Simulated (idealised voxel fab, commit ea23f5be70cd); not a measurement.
Process module under the name voxel lift off
Cross-sectional view cut (width: 155 nm; square cell size: 5 nm).
Each cross-section below is a grid of square cells, stated as bands in top-down order, with one or more rows of cells making up each band.
For a band, the entry starts with two heights in nm, that of the top and then that of the bottom, and carries on with the band's materials in order from left to right, each alongside its width in nm; the word "throughout" beside a single material means it fills the band edge to edge, and "blank" means empty space.
Zero point of the height axis is 0; under it, received wafer = one material. Lowest band: continues down indefinitely, "0..down".
Top row gets the first number, bottom row gets the second, and each row in between changes by the same step: that is how a band width like "30->40" works.
Take "no modification" at face value: in the step it is given for, the cross-section changed in none of its cells.
Closed empty spaces (no open way to the top) of 8 cells or more are what "Entrapped voids" lists, each as width x height at distance from the left edge, nm for all three.
Note: text after step settings on the step line = simulator remark on that step.
overlay nm: where the mask lay relative to plan, measured to the right, on steps with a mask; negatives go left.

Intended process steps
1: RECEIVE,material Si
2: CONFORMAL_DEP,material SiN,thk nm 10
3: PATTERN,tone open,mask id LINES,material resist,width nm 15,pitch nm 40,thk nm 25,overlay nm 0
4: DIRECTIONAL_DEP,material Ru,thk nm 15
5: STRIP,etch materials resist
6: CONFORMAL_DEP,material SiO2,thk nm 5

Incoming wafer, cross-sectional view, post step 1
    0..down | Si throughout
    Entrapped voids: none

First wafer of two, sectioned at end of module; run went per plan
    30..25 | blank 25; SiO2 25; blank 15; SiO2 25; blank 15; SiO2 25; blank 25
    25..15 | blank 25; SiO2 5; Ru 15; SiO2 5; blank 15; SiO2 5; Ru 15; SiO2 5; blank 15; SiO2 5; Ru 15; SiO2 5; blank 25
    15..10 | SiO2 30; Ru 15; SiO2 25; Ru 15; SiO2 25; Ru 15; SiO2 30
    10..0 | SiN throughout
    0..down | Si throughout
    Entrapped voids: none

Wafer two, end of module, cross-section. Same start, same plan as wafer one. One mistake in the run
    30..25 | blank 15; SiO2 25; blank 15; SiO2 25; blank 15; SiO2 25; blank 35
    25..15 | blank 15; SiO2 5; Ru 15; SiO2 5; blank 15; SiO2 5; Ru 15; SiO2 5; blank 15; SiO2 5; Ru 15; SiO2 5; blank 35
    15..10 | SiO2 20; Ru 15; SiO2 25; Ru 15; SiO2 25; Ru 15; SiO2 40
    10..0 | SiN throughout
    0..down | Si throughout
    Entrapped voids: none
Deviation noted in wafer processing: contrary to plan, step 3 was performed as PATTERN,tone open,mask id LINES,material resist,width nm 15,pitch nm 40,thk nm 25,overlay nm -10
The concluding comparison shows that, measured in cells, each material is equally abundant on both wafers, albeit at different positions.
